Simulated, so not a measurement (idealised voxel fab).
process module | voxel capacitor over wiring
cross-section cut | 270 nm wide | cells 5 nm
A cross-section is a grid of square cells, given in bands from the top down. A band is one or more rows of cells.
Each band's line starts with the height of the band's top and of its bottom, in nm. Then come its materials from left to right, each with its width in nm. One material with "throughout" fills the band from edge to edge. "air" is empty space.
Height 0 is the level under which the wafer as received is all one material. The lowest band goes on downwards, as in "0 down".
A width such as "30 to 40" changes by the same amount from each row of cells to the next, from the band's top row to its bottom row.
"no change" after a step means that no cell of the cross-section changed.
closed voids: empty space of 8 cells or more with no open way to the top, each as width x height at its distance from the left edge, in nm
after a step's settings: what the simulator itself notes on the step
overlay nm, on a step with a mask: how far to the right of its planned place the mask lay; to the left if negative
plan
1 op RECEIVE | material Si
2 op CONFORMAL_DEP | material SiO2 | thk nm 15
3 op CONFORMAL_DEP | material SiCN | thk nm 5
4 op DIRECTIONAL_DEP | material lowk | thk nm 25
5 op MASKED_ETCH | tone open | mask id METAL_1 | width nm 20 | pitch nm 90 | etch materials lowk | depth nm 25 | overlay nm 0
6 op MASKED_ETCH | tone open | mask id METAL_1 | width nm 20 | pitch nm 90 | etch materials SiCN | depth nm 5 | overlay nm 0
7 op CONFORMAL_DEP | material TiN | thk nm 5
8 op FILL_DEP | material W | thk nm 5
9 op CMP | height nm 45
10 op CONFORMAL_DEP | material SiCN | thk nm 5
11 op DIRECTIONAL_DEP | material lowk | thk nm 20
12 op MASKED_ETCH | tone open | mask id PLUG_1 | width nm 15 | etch materials lowk | depth nm 20 | overlay nm 0
13 op MASKED_ETCH | tone open | mask id PLUG_1 | width nm 15 | etch materials SiCN | depth nm 5 | overlay nm 0
14 op CONFORMAL_DEP | material TiN | thk nm 5
15 op FILL_DEP | material Ru | thk nm 5
16 op CMP | height nm 70
17 op DIRECTIONAL_DEP | material TiN | thk nm 10
18 op DIRECTIONAL_DEP | material HfO2 | thk nm 5
19 op DIRECTIONAL_DEP | material TiN | thk nm 10
20 op MASKED_ETCH | tone cover | mask id UPPER_PLATE | width nm 75 | etch materials TiN | depth nm 10 | overlay nm 0
21 op MASKED_ETCH | tone cover | mask id UPPER_PLATE | width nm 75 | etch materials HfO2 | depth nm 5 | overlay nm 0
22 op PATTERN | tone cover | mask id LOWER_PLATE | material resist | width nm 85 | thk nm 15 | overlay nm 0
23 op DIRECTIONAL_ETCH | etch materials TiN | depth nm 10
24 op STRIP | etch materials resist
25 op FILL_DEP | material SiO2 | thk nm 15
26 op CMP | height nm 105
27 op DIRECTIONAL_DEP | material aC | thk nm 10
28 op PATTERN | tone open | mask id PLUG_2 | material resist | width nm 15 | thk nm 30 | overlay nm 0
29 op DIRECTIONAL_ETCH | etch materials aC | depth nm 10
30 op STRIP | etch materials resist
31 op DIRECTIONAL_ETCH | etch materials SiO2 | depth nm 10
32 op STRIP | etch materials aC
33 op CONFORMAL_DEP | material TiN | thk nm 5
34 op FILL_DEP | material Ru | thk nm 5
35 op CMP | height nm 105
36 op CONFORMAL_DEP | material SiN | thk nm 5
first wafer, as planned
as received, after step 1
  0 down: Si throughout
  closed voids: none
after step 2
  15 to 0: SiO2 throughout
  below 0: unchanged
after step 3
  20 to 15: SiCN throughout
  below 15: unchanged
after step 4
  45 to 20: lowk throughout
  below 20: unchanged
after step 5
  45 to 20: lowk 80 | air 20 | lowk 70 | air 20 | lowk 80
  below 20: unchanged
after step 6
  45 to 20: lowk 80 | air 20 | lowk 70 | air 20 | lowk 80
  20 to 15: SiCN 80 | air 20 | SiCN 70 | air 20 | SiCN 80
  below 15: unchanged
after step 7
  50 to 45: TiN 85 | air 10 | TiN 80 | air 10 | TiN 85
  45 to 20: lowk 80 | TiN 5 | air 10 | TiN 5 | lowk 70 | TiN 5 | air 10 | TiN 5 | lowk 80
  20 to 15: SiCN 80 | TiN 20 | SiCN 70 | TiN 20 | SiCN 80
  below 15: unchanged
after step 8
  55 to 50: W throughout
  50 to 45: TiN 85 | W 10 | TiN 80 | W 10 | TiN 85
  45 to 20: lowk 80 | TiN 5 | W 10 | TiN 5 | lowk 70 | TiN 5 | W 10 | TiN 5 | lowk 80
  below 20: unchanged
after step 9
  45 to 20: lowk 80 | TiN 5 | W 10 | TiN 5 | lowk 70 | TiN 5 | W 10 | TiN 5 | lowk 80
  below 20: unchanged
after step 10
  50 to 45: SiCN throughout
  below 45: unchanged
after step 11
  70 to 50: lowk throughout
  below 50: unchanged
after step 12
  70 to 50: lowk 85 | air 15 | lowk 170
  below 50: unchanged
after step 13
  70 to 50: lowk 85 | air 15 | lowk 170
  50 to 45: SiCN 85 | air 15 | SiCN 170
  below 45: unchanged
after step 14
  75 to 70: TiN 90 | air 5 | TiN 175
  70 to 50: lowk 85 | TiN 5 | air 5 | TiN 5 | lowk 170
  50 to 45: SiCN 85 | TiN 15 | SiCN 170
  below 45: unchanged
after step 15
  80 to 75: Ru throughout
  75 to 70: TiN 90 | Ru 5 | TiN 175
  70 to 50: lowk 85 | TiN 5 | Ru 5 | TiN 5 | lowk 170
  below 50: unchanged
after step 16
  70 to 50: lowk 85 | TiN 5 | Ru 5 | TiN 5 | lowk 170
  below 50: unchanged
after step 17
  80 to 70: TiN throughout
  below 70: unchanged
after step 18
  85 to 80: HfO2 throughout
  below 80: unchanged
after step 19
  95 to 85: TiN throughout
  below 85: unchanged
after step 20
  95 to 85: air 85 | TiN 75 | air 110
  below 85: unchanged
after step 21
  95 to 85: air 85 | TiN 75 | air 110
  85 to 80: air 85 | HfO2 75 | air 110
  below 80: unchanged
after step 22
  110 to 95: air 80 | resist 85 | air 105
  95 to 85: air 80 | resist 5 | TiN 75 | resist 5 | air 105
  85 to 80: air 80 | resist 5 | HfO2 75 | resist 5 | air 105
  below 80: unchanged
after step 23
  110 to 95: air 80 | resist 85 | air 105
  95 to 85: air 80 | resist 5 | TiN 75 | resist 5 | air 105
  85 to 80: air 80 | resist 5 | HfO2 75 | resist 5 | air 105
  80 to 70: air 80 | TiN 85 | air 105
  below 70: unchanged
after step 24
  95 to 85: air 85 | TiN 75 | air 110
  85 to 80: air 85 | HfO2 75 | air 110
  below 80: unchanged
after step 25
  110 to 95: SiO2 throughout
  95 to 85: SiO2 85 | TiN 75 | SiO2 110
  85 to 80: SiO2 85 | HfO2 75 | SiO2 110
  80 to 70: SiO2 80 | TiN 85 | SiO2 105
  below 70: unchanged
after step 26
  105 to 95: SiO2 throughout
  below 95: unchanged
after step 27
  115 to 105: aC throughout
  below 105: unchanged
after step 28
  145 to 115: resist 95 | air 15 | resist 160
  below 115: unchanged
after step 29
  135 to 115: resist 95 | air 15 | resist 160
  115 to 105: aC 95 | air 15 | aC 160
  below 105: unchanged
after step 30
  115 to 105: aC 95 | air 15 | aC 160
  below 105: unchanged
after step 31
  115 to 105: aC 95 | air 15 | aC 160
  105 to 95: SiO2 95 | air 15 | SiO2 160
  below 95: unchanged
after step 32
  105 to 95: SiO2 95 | air 15 | SiO2 160
  below 95: unchanged
after step 33
  110 to 105: TiN 100 | air 5 | TiN 165
  105 to 100: SiO2 95 | TiN 5 | air 5 | TiN 5 | SiO2 160
  100 to 95: SiO2 95 | TiN 15 | SiO2 160
  below 95: unchanged
after step 34
  115 to 110: Ru throughout
  110 to 105: TiN 100 | Ru 5 | TiN 165
  105 to 100: SiO2 95 | TiN 5 | Ru 5 | TiN 5 | SiO2 160
  below 100: unchanged
after step 35
  105 to 100: SiO2 95 | TiN 5 | Ru 5 | TiN 5 | SiO2 160
  below 100: unchanged
after step 36
  110 to 105: SiN throughout
  below 105: unchanged
second wafer: like start, like plan, one mistake. Through step 2 it matches the first wafer
when step 3 should have ended
  40 to 15: lowk throughout
  below 15: unchanged
when step 4 should have ended
  45 to 40: SiCN throughout
  below 40: unchanged
when step 5 should have ended: no change
when step 6 should have ended
  45 to 40: SiCN 80 | air 20 | SiCN 70 | air 20 | SiCN 80
  below 40: unchanged
when step 7 should have ended
  50 to 45: TiN 85 | air 10 | TiN 80 | air 10 | TiN 85
  45 to 40: SiCN 80 | TiN 20 | SiCN 70 | TiN 20 | SiCN 80
  below 40: unchanged
when step 8 should have ended
  55 to 50: W throughout
  50 to 45: TiN 85 | W 10 | TiN 80 | W 10 | TiN 85
  below 45: unchanged
when step 9 should have ended
  45 to 40: SiCN 80 | TiN 20 | SiCN 70 | TiN 20 | SiCN 80
  below 40: unchanged
when step 10 should have ended
  50 to 45: SiCN throughout
  below 45: unchanged
when step 11 should have ended
  70 to 50: lowk throughout
  below 50: unchanged
when step 12 should have ended
  70 to 50: lowk 85 | air 15 | lowk 170
  below 50: unchanged
when step 13 should have ended
  70 to 50: lowk 85 | air 15 | lowk 170
  50 to 45: SiCN 85 | air 15 | SiCN 170
  below 45: unchanged
when step 14 should have ended
  75 to 70: TiN 90 | air 5 | TiN 175
  70 to 50: lowk 85 | TiN 5 | air 5 | TiN 5 | lowk 170
  50 to 45: SiCN 85 | TiN 15 | SiCN 170
  below 45: unchanged
when step 15 should have ended
  80 to 75: Ru throughout
  75 to 70: TiN 90 | Ru 5 | TiN 175
  70 to 50: lowk 85 | TiN 5 | Ru 5 | TiN 5 | lowk 170
  below 50: unchanged
when step 16 should have ended
  70 to 50: lowk 85 | TiN 5 | Ru 5 | TiN 5 | lowk 170
  below 50: unchanged
when step 17 should have ended
  80 to 70: TiN throughout
  below 70: unchanged
when step 18 should have ended
  85 to 80: HfO2 throughout
  below 80: unchanged
when step 19 should have ended
  95 to 85: TiN throughout
  below 85: unchanged
when step 20 should have ended
  95 to 85: air 85 | TiN 75 | air 110
  below 85: unchanged
when step 21 should have ended
  95 to 85: air 85 | TiN 75 | air 110
  85 to 80: air 85 | HfO2 75 | air 110
  below 80: unchanged
when step 22 should have ended
  110 to 95: air 80 | resist 85 | air 105
  95 to 85: air 80 | resist 5 | TiN 75 | resist 5 | air 105
  85 to 80: air 80 | resist 5 | HfO2 75 | resist 5 | air 105
  below 80: unchanged
when step 23 should have ended
  110 to 95: air 80 | resist 85 | air 105
  95 to 85: air 80 | resist 5 | TiN 75 | resist 5 | air 105
  85 to 80: air 80 | resist 5 | HfO2 75 | resist 5 | air 105
  80 to 70: air 80 | TiN 85 | air 105
  below 70: unchanged
when step 24 should have ended
  95 to 85: air 85 | TiN 75 | air 110
  85 to 80: air 85 | HfO2 75 | air 110
  below 80: unchanged
when step 25 should have ended
  110 to 95: SiO2 throughout
  95 to 85: SiO2 85 | TiN 75 | SiO2 110
  85 to 80: SiO2 85 | HfO2 75 | SiO2 110
  80 to 70: SiO2 80 | TiN 85 | SiO2 105
  below 70: unchanged
when step 26 should have ended
  105 to 95: SiO2 throughout
  below 95: unchanged
when step 27 should have ended
  115 to 105: aC throughout
  below 105: unchanged
when step 28 should have ended
  145 to 115: resist 95 | air 15 | resist 160
  below 115: unchanged
when step 29 should have ended
  135 to 115: resist 95 | air 15 | resist 160
  115 to 105: aC 95 | air 15 | aC 160
  below 105: unchanged
when step 30 should have ended
  115 to 105: aC 95 | air 15 | aC 160
  below 105: unchanged
when step 31 should have ended
  115 to 105: aC 95 | air 15 | aC 160
  105 to 95: SiO2 95 | air 15 | SiO2 160
  below 95: unchanged
when step 32 should have ended
  105 to 95: SiO2 95 | air 15 | SiO2 160
  below 95: unchanged
when step 33 should have ended
  110 to 105: TiN 100 | air 5 | TiN 165
  105 to 100: SiO2 95 | TiN 5 | air 5 | TiN 5 | SiO2 160
  100 to 95: SiO2 95 | TiN 15 | SiO2 160
  below 95: unchanged
when step 34 should have ended
  115 to 110: Ru throughout
  110 to 105: TiN 100 | Ru 5 | TiN 165
  105 to 100: SiO2 95 | TiN 5 | Ru 5 | TiN 5 | SiO2 160
  below 100: unchanged
when step 35 should have ended
  105 to 100: SiO2 95 | TiN 5 | Ru 5 | TiN 5 | SiO2 160
  below 100: unchanged
when step 36 should have ended
  110 to 105: SiN throughout
  below 105: unchanged
what went wrong: steps 3 and 4 were swapped
at the end the second wafer has, in cells: 20 fewer of TiN | 20 fewer of W | 40 more of lowk
